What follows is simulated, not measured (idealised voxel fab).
Proc. module: voxel air gaps
Cross-sectional view cut (width: 285 nm; square cell size: 5 nm).
A cross-section is written here as square cells arranged in a grid, and it is given in bands from the top down, each band taking up one or more rows of cells.
Basically the band line says how high the top is and how high the bottom is, in nm, and then what's in it from left to right, every material with its width in nm. Empty space shows up as "blank", and if a single material carries "throughout" it runs the full band edge to edge.
Note: height 0 marks the level under which the wafer is uniformly one material as received. Lowest band unbounded below, written "0 down".
The notation "30->40" denotes a width that varies across the rows of cells in the band, beginning at the first number in the top row, finishing at the second number in the bottom row, and changing by an identical amount from each row to the next.
Step note "no change occurred" = no cross-section cell changed.
Closed empty spaces (no open way to the top) of 8 cells or more are what "Unvented cavities" lists, each as width x height at distance from the left edge, nm for all three.
If you see something after the settings on a step's line, that's the simulator's own remark about that step.
overlay nm: step with mask; distance mask lay right of planned place; negative value = left of planned place.
The following list gives the planned process steps
1. RECEIVE | material Si
2. CONFORMAL_DEP | material SiO2 | thk nm 10
3. CONFORMAL_DEP | material SiN | thk nm 5
4. DIRECTIONAL_DEP | material lowk | thk nm 30
5. MASKED_ETCH | tone open | mask id LINES | width nm 25 | pitch nm 50 | etch materials lowk | depth nm 30 | overlay nm 0
6. CONFORMAL_DEP | material TiN | thk nm 5
7. FILL_DEP | material Ru | thk nm 5
8. CMP | height nm 45
9. EPI | material Ru | thk nm 10
10. SELECTIVE_ETCH | etch materials lowk | depth nm 40
11. CONFORMAL_DEP | material SiCN | thk nm 5
As-received wafer cross-section (after step 1)
0 down  Si throughout
Unvented cavities: none
Wafer at module end, in section. Began as above, planned as above, run with one mistake
70 to 65  blank 55, then SiCN 175, then blank 55
65 to 45  blank 55, then SiCN 5, then Ru 165, then SiCN 5, then blank 55
45 to 40  blank 55, then SiCN 25, then TiN 5, then Ru 15, then TiN 5, then lowk 25, then TiN 5, then Ru 15, then TiN 5, then lowk 25, then TiN 5, then Ru 15, then TiN 5, then SiCN 25, then blank 55
40 to 20  blank 75, then SiCN 5, then TiN 5, then Ru 15, then TiN 5, then lowk 25, then TiN 5, then Ru 15, then TiN 5, then lowk 25, then TiN 5, then Ru 15, then TiN 5, then SiCN 5, then blank 75
20 to 15  SiCN 80, then TiN 25, then lowk 25, then TiN 25, then lowk 25, then TiN 25, then SiCN 80
15 to 10  SiN throughout
10 to 0  SiO2 throughout
0 down  Si throughout
Unvented cavities: none
Plan not followed: the plan had its step 9 run twice
